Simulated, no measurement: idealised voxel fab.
process module | voxel capacitor over wiring
cross-section cut | 215 nm wide | cells 5 nm
A cross-section is a grid of square cells, given in bands from the top down. A band is one or more rows of cells.
Each band's line starts with the height of the band's top and of its bottom, in nm. Then come its materials from left to right, each with its width in nm. One material with "throughout" fills the band from edge to edge. "air" is empty space.
Height 0 is the level under which the wafer as received is all one material. The lowest band goes on downwards, as in "0 down".
A width such as "30 to 40" changes by the same amount from each row of cells to the next, from the band's top row to its bottom row.
"no change" after a step means that no cell of the cross-section changed.
closed voids: empty space of 8 cells or more with no open way to the top, each as width x height at its distance from the left edge, in nm
after a step's settings: what the simulator itself notes on the step
overlay nm, on a step with a mask: how far to the right of its planned place the mask lay; to the left if negative
plan
1 op RECEIVE | material Si
2 op CONFORMAL_DEP | material SiO2 | thk nm 15
3 op CONFORMAL_DEP | material SiCN | thk nm 5
4 op DIRECTIONAL_DEP | material SiO2 | thk nm 20
5 op MASKED_ETCH | tone open | mask id METAL_1 | width nm 30 | pitch nm 80 | etch materials SiO2 | depth nm 20 | overlay nm 0
6 op MASKED_ETCH | tone open | mask id METAL_1 | width nm 30 | pitch nm 80 | etch materials SiCN | depth nm 5 | overlay nm 0
7 op CONFORMAL_DEP | material TiN | thk nm 5
8 op FILL_DEP | material Cu | thk nm 10
9 op CMP | height nm 40
10 op CONFORMAL_DEP | material SiCN | thk nm 5
11 op DIRECTIONAL_DEP | material lowk | thk nm 15
12 op MASKED_ETCH | tone open | mask id PLUG_1 | width nm 15 | etch materials lowk | depth nm 15 | overlay nm 0
13 op MASKED_ETCH | tone open | mask id PLUG_1 | width nm 15 | etch materials SiCN | depth nm 5 | overlay nm 0
14 op CONFORMAL_DEP | material TiN | thk nm 5
15 op FILL_DEP | material W | thk nm 10
16 op CMP | height nm 60
17 op DIRECTIONAL_DEP | material TiN | thk nm 10
18 op DIRECTIONAL_DEP | material HfO2 | thk nm 5
19 op DIRECTIONAL_DEP | material TiN | thk nm 5
20 op MASKED_ETCH | tone cover | mask id UPPER_PLATE | width nm 55 | etch materials TiN | depth nm 5 | overlay nm 0
21 op MASKED_ETCH | tone cover | mask id UPPER_PLATE | width nm 55 | etch materials HfO2 | depth nm 5 | overlay nm 0
22 op MASKED_ETCH | tone cover | mask id LOWER_PLATE | width nm 65 | etch materials TiN | depth nm 10 | overlay nm 0
23 op FILL_DEP | material SiO2 | thk nm 20
24 op CMP | height nm 95
25 op MASKED_ETCH | tone open | mask id PLUG_2 | width nm 15 | etch materials SiO2 | depth nm 15 | overlay nm 0
26 op CONFORMAL_DEP | material TiN | thk nm 5
27 op FILL_DEP | material Cu | thk nm 10
28 op CMP | height nm 95
29 op CONFORMAL_DEP | material SiCN | thk nm 5
first wafer, as planned
as received, after step 1
  0 down: Si throughout
  closed voids: none
after step 2
  15 to 0: SiO2 throughout
  below 0: unchanged
after step 3
  20 to 15: SiCN throughout
  below 15: unchanged
after step 4
  40 to 20: SiO2 throughout
  below 20: unchanged
after step 5
  40 to 20: SiO2 50 | air 30 | SiO2 50 | air 30 | SiO2 55
  below 20: unchanged
after step 6
  40 to 20: SiO2 50 | air 30 | SiO2 50 | air 30 | SiO2 55
  20 to 15: SiCN 50 | air 30 | SiCN 50 | air 30 | SiCN 55
  below 15: unchanged
after step 7
  45 to 40: TiN 55 | air 20 | TiN 60 | air 20 | TiN 60
  40 to 20: SiO2 50 | TiN 5 | air 20 | TiN 5 | SiO2 50 | TiN 5 | air 20 | TiN 5 | SiO2 55
  20 to 15: SiCN 50 | TiN 30 | SiCN 50 | TiN 30 | SiCN 55
  below 15: unchanged
after step 8
  55 to 45: Cu throughout
  45 to 40: TiN 55 | Cu 20 | TiN 60 | Cu 20 | TiN 60
  40 to 20: SiO2 50 | TiN 5 | Cu 20 | TiN 5 | SiO2 50 | TiN 5 | Cu 20 | TiN 5 | SiO2 55
  below 20: unchanged
after step 9
  40 to 20: SiO2 50 | TiN 5 | Cu 20 | TiN 5 | SiO2 50 | TiN 5 | Cu 20 | TiN 5 | SiO2 55
  below 20: unchanged
after step 10
  45 to 40: SiCN throughout
  below 40: unchanged
after step 11
  60 to 45: lowk throughout
  below 45: unchanged
after step 12
  60 to 45: lowk 65 | air 15 | lowk 135
  below 45: unchanged
after step 13
  60 to 45: lowk 65 | air 15 | lowk 135
  45 to 40: SiCN 65 | air 15 | SiCN 135
  below 40: unchanged
after step 14
  65 to 60: TiN 70 | air 5 | TiN 140
  60 to 45: lowk 65 | TiN 5 | air 5 | TiN 5 | lowk 135
  45 to 40: SiCN 65 | TiN 15 | SiCN 135
  below 40: unchanged
after step 15
  75 to 65: W throughout
  65 to 60: TiN 70 | W 5 | TiN 140
  60 to 45: lowk 65 | TiN 5 | W 5 | TiN 5 | lowk 135
  below 45: unchanged
after step 16
  60 to 45: lowk 65 | TiN 5 | W 5 | TiN 5 | lowk 135
  below 45: unchanged
after step 17
  70 to 60: TiN throughout
  below 60: unchanged
after step 18
  75 to 70: HfO2 throughout
  below 70: unchanged
after step 19
  80 to 75: TiN throughout
  below 75: unchanged
after step 20
  80 to 75: air 65 | TiN 55 | air 95
  below 75: unchanged
after step 21
  80 to 75: air 65 | TiN 55 | air 95
  75 to 70: air 65 | HfO2 55 | air 95
  below 70: unchanged
after step 22
  80 to 75: air 65 | TiN 55 | air 95
  75 to 70: air 65 | HfO2 55 | air 95
  70 to 60: air 60 | TiN 65 | air 90
  below 60: unchanged
after step 23
  100 to 80: SiO2 throughout
  80 to 75: SiO2 65 | TiN 55 | SiO2 95
  75 to 70: SiO2 65 | HfO2 55 | SiO2 95
  70 to 60: SiO2 60 | TiN 65 | SiO2 90
  below 60: unchanged
after step 24
  95 to 80: SiO2 throughout
  below 80: unchanged
after step 25
  95 to 80: SiO2 75 | air 15 | SiO2 125
  below 80: unchanged
after step 26
  100 to 95: TiN 80 | air 5 | TiN 130
  95 to 85: SiO2 75 | TiN 5 | air 5 | TiN 5 | SiO2 125
  85 to 75: SiO2 75 to 65 | TiN 15 to 55 | SiO2 125 to 95
  below 75: unchanged
after step 27
  110 to 100: Cu throughout
  100 to 95: TiN 80 | Cu 5 | TiN 130
  95 to 85: SiO2 75 | TiN 5 | Cu 5 | TiN 5 | SiO2 125
  below 85: unchanged
after step 28
  95 to 85: SiO2 75 | TiN 5 | Cu 5 | TiN 5 | SiO2 125
  below 85: unchanged
after step 29
  100 to 95: SiCN throughout
  below 95: unchanged
second wafer: like start, like plan, one mistake. Through step 24 it matches the first wafer
when step 25 should have ended
  95 to 80: SiO2 70 | air 15 | SiO2 130
  below 80: unchanged
when step 26 should have ended
  100 to 95: TiN 75 | air 5 | TiN 135
  95 to 85: SiO2 70 | TiN 5 | air 5 | TiN 5 | SiO2 130
  85 to 75: SiO2 70 to 65 | TiN 15 to 55 | SiO2 130 to 95
  below 75: unchanged
when step 27 should have ended
  110 to 100: Cu throughout
  100 to 95: TiN 75 | Cu 5 | TiN 135
  95 to 85: SiO2 70 | TiN 5 | Cu 5 | TiN 5 | SiO2 130
  below 85: unchanged
when step 28 should have ended
  95 to 85: SiO2 70 | TiN 5 | Cu 5 | TiN 5 | SiO2 130
  below 85: unchanged
when step 29 should have ended
  100 to 95: SiCN throughout
  below 95: unchanged
what went wrong: step 25 ran as: op MASKED_ETCH | tone open | mask id PLUG_2 | width nm 15 | etch materials SiO2 | depth nm 15 | overlay nm -5
at the end the second wafer has, in cells: as many of each material as the first, in other places
